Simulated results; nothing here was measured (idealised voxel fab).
process module | voxel capacitor over wiring
cross-section cut | 215 nm wide | cells 5 nm
A cross-section is a grid of square cells, given in bands from the top down. A band is one or more rows of cells.
Each band's line starts with the height of the band's top and of its bottom, in nm. Then come its materials from left to right, each with its width in nm. One material with "throughout" fills the band from edge to edge. "air" is empty space.
Height 0 is the level under which the wafer as received is all one material. The lowest band goes on downwards, as in "0 down".
A width such as "30 to 40" changes by the same amount from each row of cells to the next, from the band's top row to its bottom row.
"no change" after a step means that no cell of the cross-section changed.
closed voids: empty space of 8 cells or more with no open way to the top, each as width x height at its distance from the left edge, in nm
after a step's settings: what the simulator itself notes on the step
overlay nm, on a step with a mask: how far to the right of its planned place the mask lay; to the left if negative
plan
1 op RECEIVE | material Si
2 op CONFORMAL_DEP | material SiO2 | thk nm 15
3 op CONFORMAL_DEP | material SiN | thk nm 5
4 op DIRECTIONAL_DEP | material lowk | thk nm 25
5 op DIRECTIONAL_DEP | material aC | thk nm 10
6 op PATTERN | tone open | mask id METAL_1 | material resist | width nm 25 | pitch nm 75 | thk nm 30 | overlay nm 0
7 op DIRECTIONAL_ETCH | etch materials aC | depth nm 10
8 op STRIP | etch materials resist
9 op DIRECTIONAL_ETCH | etch materials lowk | depth nm 25
10 op DIRECTIONAL_ETCH | etch materials SiN | depth nm 5
11 op STRIP | etch materials aC
12 op CONFORMAL_DEP | material TiN | thk nm 5
13 op FILL_DEP | material W | thk nm 10
14 op CMP | height nm 45
15 op EPI | material Ru | thk nm 5
16 op FILL_DEP | material SiCN | thk nm 5
17 op DIRECTIONAL_DEP | material SiO2 | thk nm 20
18 op PATTERN | tone open | mask id PLUG_1 | material resist | width nm 15 | thk nm 20 | overlay nm 0
19 op DIRECTIONAL_ETCH | etch materials SiO2 | depth nm 20
20 op DIRECTIONAL_ETCH | etch materials SiCN | depth nm 5
21 op STRIP | etch materials resist
22 op CONFORMAL_DEP | material TiN | thk nm 5
23 op FILL_DEP | material Cu | thk nm 5
24 op CMP | height nm 75
25 op DIRECTIONAL_DEP | material TiN | thk nm 10
26 op DIRECTIONAL_DEP | material HfO2 | thk nm 5
27 op DIRECTIONAL_DEP | material TiN | thk nm 10
28 op MASKED_ETCH | tone cover | mask id UPPER_PLATE | width nm 55 | etch materials TiN | depth nm 10 | overlay nm 0
29 op MASKED_ETCH | tone cover | mask id UPPER_PLATE | width nm 55 | etch materials HfO2 | depth nm 5 | overlay nm 0
30 op PATTERN | tone cover | mask id LOWER_PLATE | material resist | width nm 65 | thk nm 20 | overlay nm 0
31 op DIRECTIONAL_ETCH | etch materials TiN | depth nm 10
32 op STRIP | etch materials resist
33 op FILL_DEP | material SiO2 | thk nm 15
34 op CMP | height nm 110
35 op MASKED_ETCH | tone open | mask id PLUG_2 | width nm 15 | etch materials SiO2 | depth nm 10 | overlay nm 0
36 op CONFORMAL_DEP | material TiN | thk nm 5
37 op FILL_DEP | material Ru | thk nm 10
38 op CMP | height nm 110
39 op CONFORMAL_DEP | material SiN | thk nm 5
as received, after step 1
  0 down: Si throughout
  closed voids: none
a wafer at the end: this start, this plan, one mistake
  115 to 110: SiN throughout
  110 to 105: SiO2 65 | TiN 5 | Ru 5 | TiN 5 | SiO2 135
  105 to 100: SiO2 65 | TiN 15 | SiO2 135
  100 to 90: SiO2 65 | TiN 55 | SiO2 95
  90 to 85: SiO2 65 | HfO2 55 | SiO2 95
  85 to 75: SiO2 60 | TiN 65 | SiO2 90
  75 to 55: SiO2 65 | TiN 5 | Cu 5 | TiN 5 | SiO2 135
  55 to 50: SiCN 65 | TiN 15 | SiCN 135
  50 to 45: SiCN 50 | Ru 35 | SiCN 40 | Ru 35 | SiCN 55
  45 to 20: lowk 55 | TiN 5 | W 15 | TiN 5 | lowk 50 | TiN 5 | W 15 | TiN 5 | lowk 60
  20 to 15: SiN 55 | TiN 25 | SiN 50 | TiN 25 | SiN 60
  15 to 0: SiO2 throughout
  0 down: Si throughout
  closed voids: none
what went wrong: step 35 ran as: op MASKED_ETCH | tone open | mask id PLUG_2 | width nm 15 | etch materials SiO2 | depth nm 10 | overlay nm -10
